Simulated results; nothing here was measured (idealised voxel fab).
Proc. module: voxel self aligned contacts
Each square cell in cross-section cut measures 5 nm, and the section as a whole is 170 nm wide.
A cross-section is written here as square cells arranged in a grid, and it is given in bands from the top down, each band taking up one or more rows of cells. Heads up on the band format: heights come first, top then bottom, in nm. After that it's the materials left to right, each with its width in nm. A single material flagged "throughout" fills the whole band edge to edge, and "air" means there's empty space there. Convention: height 0 is the level below which the wafer, as received, is all one material. The lowest band does not terminate at the bottom but continues downward, represented as "0 nm and below". The expression "30 to 40" gives the width at the extremes of the band, the first number at its top row of cells and the second at its bottom row, with the width changing by equal amounts from each row to the next in between. "no modification", as given for a step, is the statement that not any cell of the cross-section underwent a change during that step. Basically, "Closed void roster" tells you about the enclosed voids: empty spaces with no open way to the top, 8 cells or bigger, each written width x height at distance, where distance is from the left edge, all in nm. Step line, after settings: the simulator's comment on this step. On any step carrying a mask, the "overlay nm" setting, if present on the step's line, tells how far right of its planned place the mask lay; negative values point to the left.
-- Steps planned for the process
step 1: RECEIVE,material Si
step 2: CONFORMAL_DEP,material SiO2,thk nm 5
step 3: DIRECTIONAL_DEP,material polySi,thk nm 30
step 4: DIRECTIONAL_DEP,material SiN,thk nm 25
step 5: MASKED_ETCH,tone cover,mask id GATE,width nm 30,pitch nm 70,etch materials SiN,depth nm 25,overlay nm 0
step 6: MASKED_ETCH,tone cover,mask id GATE,width nm 30,pitch nm 70,etch materials polySi,depth nm 30,overlay nm 0
step 7: CONFORMAL_DEP,material SiN,thk nm 10
step 8: DIRECTIONAL_ETCH,etch materials SiN,depth nm 10
step 9: FILL_DEP,material SiO2,thk nm 10
step 10: CMP,height nm 65
step 11: DIRECTIONAL_DEP,material aC,thk nm 15
step 12: PATTERN,tone open,mask id CONTACT,material resist,width nm 50,thk nm 35,overlay nm 0
step 13: DIRECTIONAL_ETCH,etch materials aC,depth nm 15
step 14: STRIP,etch materials resist
step 15: DIRECTIONAL_ETCH,etch materials SiO2,depth nm 65
step 16: STRIP,etch materials aC
step 17: CONFORMAL_DEP,material TiN,thk nm 5
step 18: FILL_DEP,material W,thk nm 5
step 19: CMP,height nm 65
step 20: CONFORMAL_DEP,material SiN,thk nm 5
-- Wafer as received: cross-section following step 1
* 0 nm and below: Si throughout
* Closed void roster: none
-- Cross-sectional image of the first of two wafers at the end of the module, the run having proceeded as planned
* 70 nm to 65 nm: SiN throughout
* 65 nm to 60 nm: SiO2 60  TiN 20  W 10  TiN 20  SiO2 60
* 60 nm to 35 nm: SiO2 25  SiN 50  TiN 5  W 10  TiN 5  SiN 50  SiO2 25
* 35 nm to 5 nm: SiO2 25  SiN 10  polySi 30  SiN 10  TiN 5  W 10  TiN 5  SiN 10  polySi 30  SiN 10  SiO2 25
* 5 nm to 0 nm: SiO2 75  TiN 20  SiO2 75
* 0 nm and below: Si throughout
* Closed void roster: none
-- Second wafer through the module, sectioned at the end: same beginning and same plan as the first wafer, with one mistake in carrying it out
* 70 nm to 65 nm: SiN throughout
* 65 nm to 60 nm: SiO2 60  TiN 50  SiO2 60
* 60 nm to 35 nm: SiN 45  SiO2 10  SiN 60  SiO2 10  SiN 45
* 35 nm to 5 nm: polySi throughout
* 5 nm to 0 nm: SiO2 throughout
* 0 nm and below: Si throughout
* Closed void roster: none
Which mistake was made when the wafer was run? so step 5 ended up running with a different setting than we planned, it ran as MASKED_ETCH,tone open,mask id GATE,width nm 30,pitch nm 70,etch materials SiN,depth nm 25,overlay nm 0
Heads up, by the end the second wafer has more or fewer cells of some materials compared to the first: 2 more of SiN, 86 fewer of SiO2, 24 fewer of TiN, 24 fewer of W, 132 more of polySi
